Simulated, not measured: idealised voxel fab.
The process module that follows is named voxel capacitor over wiring.
Section shown: cut. Width: 230 nm. Cell size: 5 nm, square.
We lay out every cross-section as a grid of square cells and spell it out in bands from the top down, where one band means one or more rows of cells. Heads up on the band format: heights come first, top then bottom, in nm. After that it's the materials left to right, each with its width in nm. A single material flagged "full width" fills the whole band edge to edge, and "empty" means there's empty space there. The reference from which all heights are counted is 0, the level beneath which the as-received wafer is entirely one material; the lowest band, having no lower bound, proceeds downward and is written after the example "0 down". The width entry "30->40" should be interpreted row by row: the top row of cells in the band takes the first number, the bottom row takes the second number, and the change between adjacent rows is uniform throughout. A step reported as "identical to before" is a step in which no cell of the cross-section changed. Entry "Fully enclosed voids". Content: empty spaces with no open connection to the top, size 8 cells or greater. Each: width x height at distance. Distance: from left edge. Unit: nm. Where a step's line continues beyond its settings, the continuation is a remark by the simulator itself on that step. On any step carrying a mask, the "overlay nm" setting, if present on the step's line, tells how far right of its planned place the mask lay; negative values point to the left.
-- Listed below are the process steps as planned
1) RECEIVE [material Si]
2) CONFORMAL_DEP [material SiO2] [thk nm 10]
3) DIRECTIONAL_DEP [material TiN] [thk nm 5]
4) DIRECTIONAL_DEP [material W] [thk nm 25]
5) DIRECTIONAL_DEP [material aC] [thk nm 10]
6) PATTERN [tone cover] [mask id METAL_1] [material resist] [width nm 30] [pitch nm 85] [thk nm 30] [overlay nm 0]
7) DIRECTIONAL_ETCH [etch materials aC] [depth nm 10]
8) STRIP [etch materials resist]
9) DIRECTIONAL_ETCH [etch materials W] [depth nm 25]
10) DIRECTIONAL_ETCH [etch materials TiN] [depth nm 5]
11) STRIP [etch materials aC]
12) FILL_DEP [material SiO2] [thk nm 5]
13) CMP [height nm 40]
14) CONFORMAL_DEP [material SiCN] [thk nm 5]
15) DIRECTIONAL_DEP [material SiO2] [thk nm 20]
16) PATTERN [tone open] [mask id PLUG_1] [material resist] [width nm 15] [thk nm 20] [overlay nm 0]
17) DIRECTIONAL_ETCH [etch materials SiO2] [depth nm 20]
18) DIRECTIONAL_ETCH [etch materials SiCN] [depth nm 5]
19) STRIP [etch materials resist]
20) CONFORMAL_DEP [material TiN] [thk nm 5]
21) FILL_DEP [material Ru] [thk nm 10]
22) CMP [height nm 65]
23) DIRECTIONAL_DEP [material TiN] [thk nm 10]
24) DIRECTIONAL_DEP [material SiN] [thk nm 5]
25) DIRECTIONAL_DEP [material TiN] [thk nm 10]
26) PATTERN [tone cover] [mask id UPPER_PLATE] [material resist] [width nm 60] [thk nm 20] [overlay nm 0]
27) DIRECTIONAL_ETCH [etch materials TiN] [depth nm 10]
28) DIRECTIONAL_ETCH [etch materials SiN] [depth nm 5]
29) STRIP [etch materials resist]
30) PATTERN [tone cover] [mask id LOWER_PLATE] [material resist] [width nm 70] [thk nm 15] [overlay nm 0]
31) DIRECTIONAL_ETCH [etch materials TiN] [depth nm 10]
32) STRIP [etch materials resist]
33) FILL_DEP [material SiO2] [thk nm 15]
34) CMP [height nm 100]
35) PATTERN [tone open] [mask id PLUG_2] [material resist] [width nm 15] [thk nm 20] [overlay nm 0]
36) DIRECTIONAL_ETCH [etch materials SiO2] [depth nm 10]
37) STRIP [etch materials resist]
38) CONFORMAL_DEP [material TiN] [thk nm 5]
39) FILL_DEP [material W] [thk nm 10]
40) CMP [height nm 100]
41) CONFORMAL_DEP [material SiN] [thk nm 5]
-- Received-state cross-section, reflecting completion of step 1
	0 down | Si full width
	Fully enclosed voids: none
-- Run as planned - first of the two wafers cross-sectioned at the end of the module
	105 to 100 | SiN full width
	100 to 95 | 80 of SiO2 | 5 of TiN | 5 of W | 5 of TiN | 135 of SiO2
	95 to 90 | 80 of SiO2 | 15 of TiN | 135 of SiO2
	90 to 80 | 70 of SiO2 | 60 of TiN | 100 of SiO2
	80 to 75 | 70 of SiO2 | 60 of SiN | 100 of SiO2
	75 to 65 | 65 of SiO2 | 70 of TiN | 95 of SiO2
	65 to 45 | 70 of SiO2 | 5 of TiN | 5 of Ru | 5 of TiN | 145 of SiO2
	45 to 40 | 70 of SiCN | 15 of TiN | 145 of SiCN
	40 to 15 | 55 of SiO2 | 30 of W | 55 of SiO2 | 30 of W | 60 of SiO2
	15 to 10 | 55 of SiO2 | 30 of TiN | 55 of SiO2 | 30 of TiN | 60 of SiO2
	10 to 0 | SiO2 full width
	0 down | Si full width
	Fully enclosed voids: none
-- So this is wafer number two of the two, cut at the end of the module - it started where the first did and had the same plan, we just got one thing wrong running it
	105 to 100 | SiN full width
	100 to 95 | 75 of SiO2 | 5 of TiN | 5 of W | 5 of TiN | 140 of SiO2
	95 to 90 | 75 of SiO2 | 15 of TiN | 140 of SiO2
	90 to 80 | 70 of SiO2 | 60 of TiN | 100 of SiO2
	80 to 75 | 70 of SiO2 | 60 of SiN | 100 of SiO2
	75 to 65 | 65 of SiO2 | 70 of TiN | 95 of SiO2
	65 to 45 | 70 of SiO2 | 5 of TiN | 5 of Ru | 5 of TiN | 145 of SiO2
	45 to 40 | 70 of SiCN | 15 of TiN | 145 of SiCN
	40 to 15 | 55 of SiO2 | 30 of W | 55 of SiO2 | 30 of W | 60 of SiO2
	15 to 10 | 55 of SiO2 | 30 of TiN | 55 of SiO2 | 30 of TiN | 60 of SiO2
	10 to 0 | SiO2 full width
	0 down | Si full width
	Fully enclosed voids: none
What went wrong in running the wafer? step 35 was not run as planned; what actually ran was PATTERN [tone open] [mask id PLUG_2] [material resist] [width nm 15] [thk nm 20] [overlay nm -5]
When the process is done, the second wafer contains the same cell count of every material as the first wafer, but distributed over other locations.
